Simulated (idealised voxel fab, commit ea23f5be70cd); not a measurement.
voxel self aligned vias: a process module
Square cell edge 5 nm, section width 300 nm, ID cut.
Cross-section = grid of square cells, listed top down in bands; band = one or more rows.
Within each band entry, the heights of the top and of the bottom of the band appear first, in that order and in nm; the materials of the band then follow from left to right, each with its corresponding width in nm. The designation "everywhere" on a single material indicates that it fills the band from edge to edge; the designation "air" indicates empty space.
Where do heights start? At 0: under that level the wafer as delivered is made of one material only. And the lowest band has no floor; it just carries on downward, as in "z 0 and below".
Top row gets the first number, bottom row gets the second, and each row in between changes by the same step: that is how a band width like "30->40" works.
It should be understood that the words "all unchanged", when stated for a given step, signify that the cross-section underwent no change in any of its cells during that step.
Entry "Entrapped void list". Content: empty spaces with no open connection to the top, size 8 cells or greater. Each: width x height at distance. Distance: from left edge. Unit: nm.
On each step's line, the part that comes after the settings is the simulator's own comment on the step.
"overlay nm" answers the question of how far to the right of plan the mask lay on a step that has a mask, and when it is negative the answer is to the left.

### These are the steps we planned for the process
step 1: RECEIVE | material Si
step 2: CONFORMAL_DEP | material SiO2 | thk nm 10
step 3: CONFORMAL_DEP | material SiCN | thk nm 5
step 4: DIRECTIONAL_DEP | material SiO2 | thk nm 20
step 5: MASKED_ETCH | tone open | mask id LINES | width nm 30 | pitch nm 70 | etch materials SiO2 | depth nm 20 | overlay nm 0
step 6: CONFORMAL_DEP | material TiN | thk nm 5
step 7: FILL_DEP | material Ru | thk nm 10
step 8: CMP | height nm 35
step 9: SELECTIVE_ETCH | etch materials W Ru TiN | depth nm 5
step 10: FILL_DEP | material SiN | thk nm 10
step 11: CMP | height nm 35
step 12: DIRECTIONAL_DEP | material SiO2 | thk nm 15
step 13: MASKED_ETCH | tone open | mask id VIAS | width nm 50 | etch materials SiO2 | depth nm 15 | overlay nm 0
step 14: MASKED_ETCH | tone open | mask id VIAS | width nm 50 | etch materials SiN | depth nm 5 | overlay nm 0
step 15: CONFORMAL_DEP | material TiN | thk nm 5
step 16: FILL_DEP | material W | thk nm 5
step 17: CMP | height nm 50
step 18: CONFORMAL_DEP | material SiCN | thk nm 5

### First of two wafers - as planned

### Incoming wafer, cross-sectional view, post step 1
    z 0 and below = Si everywhere
    Entrapped void list: none

### Cross-section of the wafer after step 2
    z 10 to 0 = SiO2 everywhere
    below 0: unchanged

### Cross-section of the wafer after step 3
    z 15 to 10 = SiCN everywhere
    below 10: unchanged

### Cross-section of the wafer after step 4
    z 35 to 15 = SiO2 everywhere
    below 15: unchanged

### Cross-section of the wafer after step 5
    z 35 to 15 = SiO2 100 / air 30 / SiO2 40 / air 30 / SiO2 100
    below 15: unchanged

### Cross-section of the wafer after step 6
    z 40 to 35 = TiN 105 / air 20 / TiN 50 / air 20 / TiN 105
    z 35 to 20 = SiO2 100 / TiN 5 / air 20 / TiN 5 / SiO2 40 / TiN 5 / air 20 / TiN 5 / SiO2 100
    z 20 to 15 = SiO2 100 / TiN 30 / SiO2 40 / TiN 30 / SiO2 100
    below 15: unchanged

### Cross-section of the wafer after step 7
    z 50 to 40 = Ru everywhere
    z 40 to 35 = TiN 105 / Ru 20 / TiN 50 / Ru 20 / TiN 105
    z 35 to 20 = SiO2 100 / TiN 5 / Ru 20 / TiN 5 / SiO2 40 / TiN 5 / Ru 20 / TiN 5 / SiO2 100
    below 20: unchanged

### Cross-section of the wafer after step 8
    z 35 to 20 = SiO2 100 / TiN 5 / Ru 20 / TiN 5 / SiO2 40 / TiN 5 / Ru 20 / TiN 5 / SiO2 100
    below 20: unchanged

### Cross-section of the wafer after step 9
    z 35 to 30 = SiO2 100 / air 30 / SiO2 40 / air 30 / SiO2 100
    below 30: unchanged

### Cross-section of the wafer after step 10
    z 45 to 35 = SiN everywhere
    z 35 to 30 = SiO2 100 / SiN 30 / SiO2 40 / SiN 30 / SiO2 100
    below 30: unchanged

### Cross-section of the wafer after step 11
    z 35 to 30 = SiO2 100 / SiN 30 / SiO2 40 / SiN 30 / SiO2 100
    below 30: unchanged

### Cross-section of the wafer after step 12
    z 50 to 35 = SiO2 everywhere
    below 35: unchanged

### Cross-section of the wafer after step 13
    z 50 to 35 = SiO2 90 / air 50 / SiO2 160
    below 35: unchanged

### Cross-section of the wafer after step 14
    z 50 to 35 = SiO2 90 / air 50 / SiO2 160
    z 35 to 30 = SiO2 100 / air 30 / SiO2 40 / SiN 30 / SiO2 100
    below 30: unchanged

### Cross-section of the wafer after step 15
    z 55 to 50 = TiN 95 / air 40 / TiN 165
    z 50 to 40 = SiO2 90 / TiN 5 / air 40 / TiN 5 / SiO2 160
    z 40 to 35 = SiO2 90 / TiN 15 / air 20 / TiN 15 / SiO2 160
    z 35 to 30 = SiO2 100 / TiN 30 / SiO2 40 / SiN 30 / SiO2 100
    below 30: unchanged

### Cross-section of the wafer after step 16
    z 60 to 55 = W everywhere
    z 55 to 50 = TiN 95 / W 40 / TiN 165
    z 50 to 40 = SiO2 90 / TiN 5 / W 40 / TiN 5 / SiO2 160
    z 40 to 35 = SiO2 90 / TiN 15 / W 20 / TiN 15 / SiO2 160
    below 35: unchanged

### Cross-section of the wafer after step 17
    z 50 to 40 = SiO2 90 / TiN 5 / W 40 / TiN 5 / SiO2 160
    below 40: unchanged

### Cross-section of the wafer after step 18
    z 55 to 50 = SiCN everywhere
    below 50: unchanged

### Here the second wafer is described. Its start and its plan were those of the first wafer. Its run contained one mistake. Up to and including step 1, it did exactly what the first wafer did

### Here is the second wafer in cross-section at the point where step 2 of the plan should have been done
    z 5 to 0 = SiCN everywhere
    below 0: unchanged

### Here is the second wafer in cross-section at the point where step 3 of the plan should have been done
    z 15 to 5 = SiO2 everywhere
    below 5: unchanged

### Here is the second wafer in cross-section at the point where step 4 of the plan should have been done
    z 35 to 5 = SiO2 everywhere
    below 5: unchanged

### Here is the second wafer in cross-section at the point where step 5 of the plan should have been done
    z 35 to 15 = SiO2 100 / air 30 / SiO2 40 / air 30 / SiO2 100
    below 15: unchanged

### Here is the second wafer in cross-section at the point where step 6 of the plan should have been done
    z 40 to 35 = TiN 105 / air 20 / TiN 50 / air 20 / TiN 105
    z 35 to 20 = SiO2 100 / TiN 5 / air 20 / TiN 5 / SiO2 40 / TiN 5 / air 20 / TiN 5 / SiO2 100
    z 20 to 15 = SiO2 100 / TiN 30 / SiO2 40 / TiN 30 / SiO2 100
    below 15: unchanged

### Here is the second wafer in cross-section at the point where step 7 of the plan should have been done
    z 50 to 40 = Ru everywhere
    z 40 to 35 = TiN 105 / Ru 20 / TiN 50 / Ru 20 / TiN 105
    z 35 to 20 = SiO2 100 / TiN 5 / Ru 20 / TiN 5 / SiO2 40 / TiN 5 / Ru 20 / TiN 5 / SiO2 100
    below 20: unchanged

### Here is the second wafer in cross-section at the point where step 8 of the plan should have been done
    z 35 to 20 = SiO2 100 / TiN 5 / Ru 20 / TiN 5 / SiO2 40 / TiN 5 / Ru 20 / TiN 5 / SiO2 100
    below 20: unchanged

### Here is the second wafer in cross-section at the point where step 9 of the plan should have been done
    z 35 to 30 = SiO2 100 / air 30 / SiO2 40 / air 30 / SiO2 100
    below 30: unchanged

### Here is the second wafer in cross-section at the point where step 10 of the plan should have been done
    z 45 to 35 = SiN everywhere
    z 35 to 30 = SiO2 100 / SiN 30 / SiO2 40 / SiN 30 / SiO2 100
    below 30: unchanged

### Here is the second wafer in cross-section at the point where step 11 of the plan should have been done
    z 35 to 30 = SiO2 100 / SiN 30 / SiO2 40 / SiN 30 / SiO2 100
    below 30: unchanged

### Here is the second wafer in cross-section at the point where step 12 of the plan should have been done
    z 50 to 35 = SiO2 everywhere
    below 35: unchanged

### Here is the second wafer in cross-section at the point where step 13 of the plan should have been done
    z 50 to 35 = SiO2 90 / air 50 / SiO2 160
    below 35: unchanged

### Here is the second wafer in cross-section at the point where step 14 of the plan should have been done
    z 50 to 35 = SiO2 90 / air 50 / SiO2 160
    z 35 to 30 = SiO2 100 / air 30 / SiO2 40 / SiN 30 / SiO2 100
    below 30: unchanged

### Here is the second wafer in cross-section at the point where step 15 of the plan should have been done
    z 55 to 50 = TiN 95 / air 40 / TiN 165
    z 50 to 40 = SiO2 90 / TiN 5 / air 40 / TiN 5 / SiO2 160
    z 40 to 35 = SiO2 90 / TiN 15 / air 20 / TiN 15 / SiO2 160
    z 35 to 30 = SiO2 100 / TiN 30 / SiO2 40 / SiN 30 / SiO2 100
    below 30: unchanged

### Here is the second wafer in cross-section at the point where step 16 of the plan should have been done
    z 60 to 55 = W everywhere
    z 55 to 50 = TiN 95 / W 40 / TiN 165
    z 50 to 40 = SiO2 90 / TiN 5 / W 40 / TiN 5 / SiO2 160
    z 40 to 35 = SiO2 90 / TiN 15 / W 20 / TiN 15 / SiO2 160
    below 35: unchanged

### Here is the second wafer in cross-section at the point where step 17 of the plan should have been done
    z 50 to 40 = SiO2 90 / TiN 5 / W 40 / TiN 5 / SiO2 160
    below 40: unchanged

### Here is the second wafer in cross-section at the point where step 18 of the plan should have been done
    z 55 to 50 = SiCN everywhere
    below 50: unchanged
Error vs. plan: it was found that steps 2 and 3 of the process plan had been performed in exchanged positions
Both wafers, final: cells per material equal; arrangement not.
